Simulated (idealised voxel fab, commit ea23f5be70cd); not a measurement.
The name of this process module is voxel transistor to metal.
Cross-section cut spans 175 nm and uses square cells 5 nm in size.
A cross-section is written here as square cells arranged in a grid, and it is given in bands from the top down, each band taking up one or more rows of cells.
For a band, the entry starts with two heights in nm, that of the top and then that of the bottom, and carries on with the band's materials in order from left to right, each alongside its width in nm; the word "edge to edge" beside a single material means it fills the band edge to edge, and "air" means empty space.
Ref level 0: as-received wafer is one material below here. Bottom band extends down with no lower bound ("0 nm and below").
With a width like "30 to 40", each row of cells in the band differs from the next by the same amount, the top row carrying the first number and the bottom row the second.
It should be understood that the words "nothing got changed", when stated for a given step, signify that the cross-section underwent no change in any of its cells during that step.
The entry "Enclosed internal cavities" lists the empty spaces that cover at least 8 cells and have no open path to the top. Each is written as width x height at distance, where the distance is measured from the left edge and all three values are in nm.
That trailing text on a step's line, after the settings, is the simulator's own remark on the step.
"overlay nm", when on a step's line for a step with a mask, measures how far to the right of its planned place the mask lay; a negative measure means to the left.

[The following list gives the planned process steps]
| 1 | RECEIVE | material Si |
| 2 | OXIDIZE | depth nm 5 |
| 3 | CONFORMAL_DEP | material SiN | thk nm 10 |
| 4 | MASKED_ETCH | tone cover | mask id ACTIVE | width nm 110 | etch materials SiN | depth nm 10 | overlay nm 0 |
| 5 | MASKED_ETCH | tone cover | mask id ACTIVE | width nm 110 | etch materials SiO2 | depth nm 5 | overlay nm 0 |
| 6 | MASKED_ETCH | tone cover | mask id ACTIVE | width nm 110 | etch materials Si | depth nm 25 | overlay nm 0 |
| 7 | OXIDIZE | depth nm 5 |
| 8 | FILL_DEP | material SiO2 | thk nm 5 |
| 9 | CMP | height nm 10 |
| 10 | SELECTIVE_ETCH | etch materials SiO2 | depth nm 5 |
| 11 | STRIP | etch materials SiN |
| 12 | SELECTIVE_ETCH | etch materials SiO2 | depth nm 5 |
| 13 | OXIDIZE | depth nm 5 |
| 14 | DIRECTIONAL_DEP | material polySi | thk nm 25 |
| 15 | DIRECTIONAL_DEP | material SiCN | thk nm 15 |
| 16 | MASKED_ETCH | tone cover | mask id GATE | width nm 30 | etch materials SiCN | depth nm 25 | overlay nm 0 |
| 17 | MASKED_ETCH | tone cover | mask id GATE | width nm 30 | etch materials polySi | depth nm 35 | overlay nm 0 |
| 18 | CONFORMAL_DEP | material SiO2 | thk nm 5 |
| 19 | DIRECTIONAL_ETCH | etch materials SiO2 | depth nm 5 |
| 20 | CONFORMAL_DEP | material SiN | thk nm 5 |
| 21 | DIRECTIONAL_ETCH | etch materials SiN | depth nm 5 |
| 22 | DIRECTIONAL_ETCH | etch materials SiO2 | depth nm 5 |
| 23 | DIRECTIONAL_ETCH | etch materials Si | depth nm 10 |
| 24 | EPI | material nSi | thk nm 10 |
| 25 | FILL_DEP | material SiO2 | thk nm 10 |
| 26 | CMP | height nm 20 |
| 27 | STRIP | etch materials polySi |
| 28 | SELECTIVE_ETCH | etch materials SiO2 | depth nm 5 |
| 29 | CONFORMAL_DEP | material HfO2 | thk nm 5 |
| 30 | CONFORMAL_DEP | material TiN | thk nm 5 |
| 31 | FILL_DEP | material W | thk nm 10 |
| 32 | CMP | height nm 15 |
| 33 | DIRECTIONAL_DEP | material SiO2 | thk nm 10 |
| 34 | DIRECTIONAL_DEP | material aC | thk nm 15 |
| 35 | PATTERN | tone open | mask id CONTACT | material resist | width nm 15 | pitch nm 75 | thk nm 35 | overlay nm 0 |
| 36 | DIRECTIONAL_ETCH | etch materials aC | depth nm 15 |
| 37 | STRIP | etch materials resist |
| 38 | DIRECTIONAL_ETCH | etch materials SiO2 | depth nm 35 |
| 39 | STRIP | etch materials aC |
| 40 | CONFORMAL_DEP | material TiN | thk nm 5 |
| 41 | FILL_DEP | material Ru | thk nm 5 |
| 42 | CMP | height nm 25 |
| 43 | DIRECTIONAL_DEP | material TiN | thk nm 5 |
| 44 | DIRECTIONAL_DEP | material W | thk nm 25 |
| 45 | DIRECTIONAL_DEP | material aC | thk nm 10 |
| 46 | PATTERN | tone cover | mask id METAL_1 | material resist | width nm 15 | pitch nm 75 | thk nm 25 | overlay nm 0 |
| 47 | DIRECTIONAL_ETCH | etch materials aC | depth nm 10 |
| 48 | STRIP | etch materials resist |
| 49 | DIRECTIONAL_ETCH | etch materials W | depth nm 25 |
| 50 | DIRECTIONAL_ETCH | etch materials TiN | depth nm 5 |
| 51 | STRIP | etch materials aC |
| 52 | CONFORMAL_DEP | material SiCN | thk nm 5 |
| 53 | FILL_DEP | material lowk | thk nm 5 |
| 54 | CMP | height nm 55 |
| 55 | CONFORMAL_DEP | material SiCN | thk nm 5 |

[Cross-section, incoming material, after step 1]
  0 nm and below  Si edge to edge
  Enclosed internal cavities: none

[The following cross-section depicts the wafer upon conclusion of the module. Processing commenced from the starting condition illustrated above and adhered to the plan illustrated above, save for one mistake in execution]
  60 nm to 55 nm  SiCN edge to edge
  55 nm to 30 nm  lowk=35, SiCN=5, W=15, SiCN=5, lowk=50, SiCN=5, W=15, SiCN=5, lowk=40
  30 nm to 25 nm  SiCN=40, TiN=15, SiCN=60, TiN=15, SiCN=45
  25 nm to 15 nm  SiO2=40, TiN=5, Ru=5, TiN=5, SiO2=60, TiN=5, Ru=5, TiN=5, SiO2=45
  15 nm to 5 nm  SiO2=40, TiN=5, Ru=5, TiN=5, SiO2=5, SiN=5, HfO2=15, TiN=10, HfO2=15, SiN=5, SiO2=5, TiN=5, Ru=5, TiN=5, SiO2=45
  5 nm to 0 nm  SiO2=40, TiN=15, SiO2=5, SiN=5, HfO2=40, SiN=5, SiO2=5, TiN=15, SiO2=45
  0 nm to -5 nm  SiO2=30, SiN=5, SiO2=5, TiN=10, nSi=10, SiN=5, HfO2=40, SiN=5, nSi=10, TiN=10, SiO2=5, SiN=5, SiO2=35
  -5 nm to -10 nm  SiO2=40, TiN=10, nSi=10, SiO2=5, HfO2=40, SiO2=5, nSi=10, TiN=10, SiO2=45
  -10 nm to -20 nm  SiO2=35, nSi=25, Si=50, nSi=25, SiO2=40
  -20 nm to -35 nm  SiO2=35, Si=100, SiO2=40
  -35 nm and below  Si edge to edge
  Enclosed internal cavities: none
Plan not followed: rather than as planned, step 29 actually ran as CONFORMAL_DEP | material HfO2 | thk nm 15
